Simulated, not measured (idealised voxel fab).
You're looking at the process module voxel gate over fins.
Cross-sectional view cut (width: 300 nm; square cell size: 5 nm).
Cross-section format: a grid of square cells, given as bands from top to bottom; each band is one or more rows of cells.
For a band, the entry starts with two heights in nm, that of the top and then that of the bottom, and carries on with the band's materials in order from left to right, each alongside its width in nm; the word "all across" beside a single material means it fills the band edge to edge, and "blank" means empty space.
The level at which height equals 0 is the one under which the wafer, as it arrives, is entirely one material. No lower edge exists for the bottom band, which continues downward and is notated as in "z 0 and below".
A width such as "30..40" changes by the same amount from each row of cells to the next, from the band's top row to its bottom row.
Where a step carries "nothing was modified", the cross-section came out of it unchanged, cell for cell.
The entry "Closed void register" lists the empty spaces that cover at least 8 cells and have no open path to the top. Each is written as width x height at distance, where the distance is measured from the left edge and all three values are in nm.
On a step's line, text after the settings is the simulator commenting on that step.
What "overlay nm" on a step's line means: if the step has a mask, that mask lay this far to the right of its planned place, or, when the value is negative, to the left.
-- plan
step 1: RECEIVE [material Si]
step 2: CONFORMAL_DEP [material SiN] [thk nm 10]
step 3: PATTERN [tone cover] [mask id FINS] [material resist] [width nm 15] [pitch nm 45] [thk nm 20] [overlay nm 0]
step 4: DIRECTIONAL_ETCH [etch materials SiN] [depth nm 10]
step 5: DIRECTIONAL_ETCH [etch materials Si] [depth nm 40]
step 6: STRIP [etch materials resist]
step 7: OXIDIZE [depth nm 5]
step 8: FILL_DEP [material SiO2] [thk nm 5]
step 9: CMP [height nm 10]
step 10: SELECTIVE_ETCH [etch materials SiO2] [depth nm 20]
step 11: STRIP [etch materials SiN]
step 12: CONFORMAL_DEP [material HfO2] [thk nm 5]
step 13: CONFORMAL_DEP [material TiN] [thk nm 5]
step 14: CONFORMAL_DEP [material TiAl] [thk nm 5]
step 15: CONFORMAL_DEP [material TiN] [thk nm 5]
step 16: FILL_DEP [material W] [thk nm 10]
step 17: CMP [height nm 25]
step 18: CONFORMAL_DEP [material SiN] [thk nm 5]
-- Delivered wafer in cross-section: state after step 1
- z 0 and below | Si all across
- Closed void register: none
-- First of two wafers: cross-section at end of module, run per plan
- z 30 to 25 | SiN all across
- z 25 to 20 | W all across
- z 20 to 15 | 105 nm W, 90 nm TiN, 105 nm W
- z 15 to 10 | 105 nm W, 5 nm TiN, 35 nm TiAl, 10 nm TiN, 35 nm TiAl, 5 nm TiN, 105 nm W
- z 10 to 5 | 110 nm TiN, 5 nm TiAl, 25 nm TiN, 5 nm TiAl, 10 nm TiN, 5 nm TiAl, 25 nm TiN, 5 nm TiAl, 110 nm TiN
- z 5 to 0 | 115 nm TiAl, 5 nm TiN, 15 nm HfO2, 5 nm TiN, 20 nm TiAl, 5 nm TiN, 15 nm HfO2, 5 nm TiN, 115 nm TiAl
- z 0 to -5 | 120 nm TiN, 5 nm HfO2, 5 nm Si, 5 nm HfO2, 30 nm TiN, 5 nm HfO2, 5 nm Si, 5 nm HfO2, 120 nm TiN
- z -5 to -10 | 125 nm HfO2, 5 nm Si, 40 nm HfO2, 5 nm Si, 125 nm HfO2
- z -10 to -45 | 125 nm SiO2, 5 nm Si, 40 nm SiO2, 5 nm Si, 125 nm SiO2
- z -45 and below | Si all across
- Closed void register: none
-- Cross-sectional view: second of two wafers, end of module; start and plan identical to the first, one mistake in running
- z 30 to 25 | SiN all across
- z 25 to 20 | W all across
- z 20 to 15 | 95 nm W, 90 nm TiN, 115 nm W
- z 15 to 10 | 95 nm W, 5 nm TiN, 35 nm TiAl, 10 nm TiN, 35 nm TiAl, 5 nm TiN, 115 nm W
- z 10 to 5 | 100 nm TiN, 5 nm TiAl, 25 nm TiN, 5 nm TiAl, 10 nm TiN, 5 nm TiAl, 25 nm TiN, 5 nm TiAl, 120 nm TiN
- z 5 to 0 | 105 nm TiAl, 5 nm TiN, 15 nm HfO2, 5 nm TiN, 20 nm TiAl, 5 nm TiN, 15 nm HfO2, 5 nm TiN, 125 nm TiAl
- z 0 to -5 | 110 nm TiN, 5 nm HfO2, 5 nm Si, 5 nm HfO2, 30 nm TiN, 5 nm HfO2, 5 nm Si, 5 nm HfO2, 130 nm TiN
- z -5 to -10 | 115 nm HfO2, 5 nm Si, 40 nm HfO2, 5 nm Si, 135 nm HfO2
- z -10 to -45 | 115 nm SiO2, 5 nm Si, 40 nm SiO2, 5 nm Si, 135 nm SiO2
- z -45 and below | Si all across
- Closed void register: none
What broke from the plan during processing? step 3: run off-plan, actual operation and settings PATTERN [tone cover] [mask id FINS] [material resist] [width nm 15] [pitch nm 45] [thk nm 20] [overlay nm -10]
at the end the second wafer has, in cells: as many of each material as the first, in other places
